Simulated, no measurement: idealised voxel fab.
process module | voxel spacer lines
cross-section cut | 195 nm wide | cells 5 nm
A cross-section is a grid of square cells, given in bands from the top down. A band is one or more rows of cells.
Each band's line starts with the height of the band's top and of its bottom, in nm. Then come its materials from left to right, each with its width in nm. One material with "throughout" fills the band from edge to edge. "air" is empty space.
Height 0 is the level under which the wafer as received is all one material. The lowest band goes on downwards, as in "0 down".
A width such as "30 to 40" changes by the same amount from each row of cells to the next, from the band's top row to its bottom row.
"no change" after a step means that no cell of the cross-section changed.
closed voids: empty space of 8 cells or more with no open way to the top, each as width x height at its distance from the left edge, in nm
after a step's settings: what the simulator itself notes on the step
overlay nm, on a step with a mask: how far to the right of its planned place the mask lay; to the left if negative
plan
1 op RECEIVE | material Si
2 op CONFORMAL_DEP | material Al2O3 | thk nm 5
3 op DIRECTIONAL_DEP | material TiN | thk nm 15
4 op DIRECTIONAL_DEP | material polySi | thk nm 30
5 op PATTERN | tone cover | mask id MANDREL | material resist | width nm 20 | pitch nm 70 | thk nm 35 | overlay nm 0
6 op DIRECTIONAL_ETCH | etch materials polySi | depth nm 30
7 op STRIP | etch materials resist
8 op CONFORMAL_DEP | material SiO2 | thk nm 15
9 op DIRECTIONAL_ETCH | etch materials SiO2 | depth nm 15
10 op STRIP | etch materials polySi
11 op DIRECTIONAL_ETCH | etch materials TiN | depth nm 15
12 op STRIP | etch materials SiO2
first wafer, as planned
as received, after step 1
  0 down: Si throughout
  closed voids: none
after step 2
  5 to 0: Al2O3 throughout
  below 0: unchanged
after step 3
  20 to 5: TiN throughout
  below 5: unchanged
after step 4
  50 to 20: polySi throughout
  below 20: unchanged
after step 5
  85 to 50: air 15 | resist 20 | air 50 | resist 20 | air 50 | resist 20 | air 20
  below 50: unchanged
after step 6
  85 to 50: air 15 | resist 20 | air 50 | resist 20 | air 50 | resist 20 | air 20
  50 to 20: air 15 | polySi 20 | air 50 | polySi 20 | air 50 | polySi 20 | air 20
  below 20: unchanged
after step 7
  50 to 20: air 15 | polySi 20 | air 50 | polySi 20 | air 50 | polySi 20 | air 20
  below 20: unchanged
after step 8
  65 to 50: SiO2 50 | air 20 | SiO2 50 | air 20 | SiO2 50 | air 5
  50 to 35: SiO2 15 | polySi 20 | SiO2 15 | air 20 | SiO2 15 | polySi 20 | SiO2 15 | air 20 | SiO2 15 | polySi 20 | SiO2 15 | air 5
  35 to 20: SiO2 15 | polySi 20 | SiO2 50 | polySi 20 | SiO2 50 | polySi 20 | SiO2 20
  below 20: unchanged
after step 9
  50 to 20: SiO2 15 | polySi 20 | SiO2 15 | air 20 | SiO2 15 | polySi 20 | SiO2 15 | air 20 | SiO2 15 | polySi 20 | SiO2 15 | air 5
  below 20: unchanged
after step 10
  50 to 20: SiO2 15 | air 20 | SiO2 15 | air 20 | SiO2 15 | air 20 | SiO2 15 | air 20 | SiO2 15 | air 20 | SiO2 15 | air 5
  below 20: unchanged
after step 11
  50 to 20: SiO2 15 | air 20 | SiO2 15 | air 20 | SiO2 15 | air 20 | SiO2 15 | air 20 | SiO2 15 | air 20 | SiO2 15 | air 5
  20 to 5: TiN 15 | air 20 | TiN 15 | air 20 | TiN 15 | air 20 | TiN 15 | air 20 | TiN 15 | air 20 | TiN 15 | air 5
  below 5: unchanged
after step 12
  20 to 5: TiN 15 | air 20 | TiN 15 | air 20 | TiN 15 | air 20 | TiN 15 | air 20 | TiN 15 | air 20 | TiN 15 | air 5
  below 5: unchanged
second wafer: like start, like plan, one mistake. Through step 10 it matches the first wafer
when step 11 should have ended
  50 to 20: SiO2 15 | air 20 | SiO2 15 | air 20 | SiO2 15 | air 20 | SiO2 15 | air 20 | SiO2 15 | air 20 | SiO2 15 | air 5
  20 to 10: TiN 15 | air 20 | TiN 15 | air 20 | TiN 15 | air 20 | TiN 15 | air 20 | TiN 15 | air 20 | TiN 15 | air 5
  below 10: unchanged
when step 12 should have ended
  20 to 10: TiN 15 | air 20 | TiN 15 | air 20 | TiN 15 | air 20 | TiN 15 | air 20 | TiN 15 | air 20 | TiN 15 | air 5
  below 10: unchanged
what went wrong: step 11 ran as: op DIRECTIONAL_ETCH | etch materials TiN | depth nm 10
at the end the second wafer has, in cells: 21 more of TiN
